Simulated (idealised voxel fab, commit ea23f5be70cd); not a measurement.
process module | voxel tone inversion
cross-section cut | 280 nm wide | cells 5 nm
A cross-section is a grid of square cells, given in bands from the top down. A band is one or more rows of cells.
Each band's line starts with the height of the band's top and of its bottom, in nm. Then come its materials from left to right, each with its width in nm. One material with "throughout" fills the band from edge to edge. "air" is empty space.
Height 0 is the level under which the wafer as received is all one material. The lowest band goes on downwards, as in "0 down".
A width such as "30 to 40" changes by the same amount from each row of cells to the next, from the band's top row to its bottom row.
"no change" after a step means that no cell of the cross-section changed.
closed voids: empty space of 8 cells or more with no open way to the top, each as width x height at its distance from the left edge, in nm
after a step's settings: what the simulator itself notes on the step
overlay nm, on a step with a mask: how far to the right of its planned place the mask lay; to the left if negative
plan
1 op RECEIVE | material Si
2 op CONFORMAL_DEP | material SiCN | thk nm 10
3 op DIRECTIONAL_DEP | material aC | thk nm 20
4 op PATTERN | tone cover | mask id POSTS | material resist | width nm 15 | pitch nm 30 | thk nm 30 | overlay nm 0
5 op DIRECTIONAL_ETCH | etch materials aC | depth nm 20
6 op STRIP | etch materials resist
7 op FILL_DEP | material SiO2 | thk nm 5
8 op CMP | height nm 30
9 op STRIP | etch materials aC
first wafer, as planned
as received, after step 1
  0 down: Si throughout
  closed voids: none
after step 2
  10 to 0: SiCN throughout
  below 0: unchanged
after step 3
  30 to 10: aC throughout
  below 10: unchanged
after step 4
  60 to 30: air 100 | resist 15 | air 15 | resist 15 | air 15 | resist 15 | air 105
  below 30: unchanged
after step 5
  40 to 30: air 100 | resist 15 | air 15 | resist 15 | air 15 | resist 15 | air 105
  30 to 10: air 100 | aC 15 | air 15 | aC 15 | air 15 | aC 15 | air 105
  below 10: unchanged
after step 6
  30 to 10: air 100 | aC 15 | air 15 | aC 15 | air 15 | aC 15 | air 105
  below 10: unchanged
after step 7
  35 to 30: SiO2 throughout
  30 to 10: SiO2 100 | aC 15 | SiO2 15 | aC 15 | SiO2 15 | aC 15 | SiO2 105
  below 10: unchanged
after step 8
  30 to 10: SiO2 100 | aC 15 | SiO2 15 | aC 15 | SiO2 15 | aC 15 | SiO2 105
  below 10: unchanged
after step 9
  30 to 10: SiO2 100 | air 15 | SiO2 15 | air 15 | SiO2 15 | air 15 | SiO2 105
  below 10: unchanged
second wafer: like start, like plan, one mistake. Through step 2 it matches the first wafer
when step 3 should have ended
  25 to 10: aC throughout
  below 10: unchanged
when step 4 should have ended
  55 to 25: air 100 | resist 15 | air 15 | resist 15 | air 15 | resist 15 | air 105
  below 25: unchanged
when step 5 should have ended
  35 to 25: air 100 | resist 15 | air 15 | resist 15 | air 15 | resist 15 | air 105
  25 to 10: air 100 | aC 15 | air 15 | aC 15 | air 15 | aC 15 | air 105
  below 10: unchanged
when step 6 should have ended
  25 to 10: air 100 | aC 15 | air 15 | aC 15 | air 15 | aC 15 | air 105
  below 10: unchanged
when step 7 should have ended
  30 to 25: SiO2 throughout
  25 to 10: SiO2 100 | aC 15 | SiO2 15 | aC 15 | SiO2 15 | aC 15 | SiO2 105
  below 10: unchanged
when step 8 should have ended: no change
when step 9 should have ended: no change
what went wrong: step 3 ran as: op DIRECTIONAL_DEP | material aC | thk nm 15
at the end the second wafer has, in cells: 9 more of SiO2 | 27 more of aC
